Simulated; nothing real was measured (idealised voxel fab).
The name of this process module is voxel released beams.
Each square cell in cross-section cut measures 5 nm, and the section as a whole is 290 nm wide.
Think of the cross-section as a grid of square cells. We describe it in bands, top to bottom, and each band covers one or more rows of those cells.
Look at the band entry: it leads with the top's height and the bottom's height in nm. Then it lists the materials left to right, with a width in nm for each. The word "throughout" on a single material says that material fills the band edge to edge. The word "air" is empty space.
Convention: height 0 is the level below which the wafer, as received, is all one material. The lowest band does not terminate at the bottom but continues downward, represented as "0 nm and below".
The two numbers in a width such as "30 to 40" mark its ends across the band: the first belongs to the top row of cells, the second to the bottom row, and from each row to the next the width moves by the same amount.
"left unchanged", as given for a step, is the statement that not any cell of the cross-section underwent a change during that step.
The entry "Cavities, sealed" lists the empty spaces that cover at least 8 cells and have no open path to the top. Each is written as width x height at distance, where the distance is measured from the left edge and all three values are in nm.
If you see something after the settings on a step's line, that's the simulator's own remark about that step.
overlay nm: how far to the right of its planned place the mask lay on this masked step (negative: to the left).

Listed below are the process steps as planned:
- 1: RECEIVE with material Si
- 2: CONFORMAL_DEP with material Al2O3, thk nm 5
- 3: DIRECTIONAL_DEP with material SiO2, thk nm 15
- 4: PATTERN with tone open, mask id ANCHOR, material resist, width nm 25, thk nm 15, overlay nm 0
- 5: DIRECTIONAL_ETCH with etch materials SiO2, depth nm 15
- 6: STRIP with etch materials resist
- 7: CONFORMAL_DEP with material polySi, thk nm 10
- 8: MASKED_ETCH with tone cover, mask id BEAM, width nm 95, etch materials polySi, depth nm 10, overlay nm 0
- 9: STRIP with etch materials SiO2

Cross-section of the wafer as it came to us, i.e., already through step 1:
* 0 nm and below  Si throughout
* Cavities, sealed: none

First of two wafers, end-of-module section, run followed plan:
* 30 nm to 20 nm  air=95; polySi=15; air=5; polySi=75; air=100
* 20 nm to 15 nm  air=100; polySi=10; air=5; polySi=10; air=165
* 15 nm to 5 nm  air=100; polySi=25; air=165
* 5 nm to 0 nm  Al2O3 throughout
* 0 nm and below  Si throughout
* Cavities, sealed: none

Presented here is a cross-section of the second of the two wafers as it stood at the end of the module. It was started in the same manner and assigned the same plan as the first wafer; however, one mistake was made in its execution:
* 30 nm to 20 nm  air=95; polySi=95; air=100
* 20 nm to 15 nm  Al2O3 throughout
* 15 nm to 0 nm  SiO2 throughout
* 0 nm and below  Si throughout
* Cavities, sealed: none
So what did we get wrong on this run? deviation from plan: step 3 and step 2 executed in one another's positions
Upon completion, the second wafer contains, in terms of cells, a greater or smaller amount of certain materials than the first wafer: 174 more of SiO2 | 12 fewer of polySi
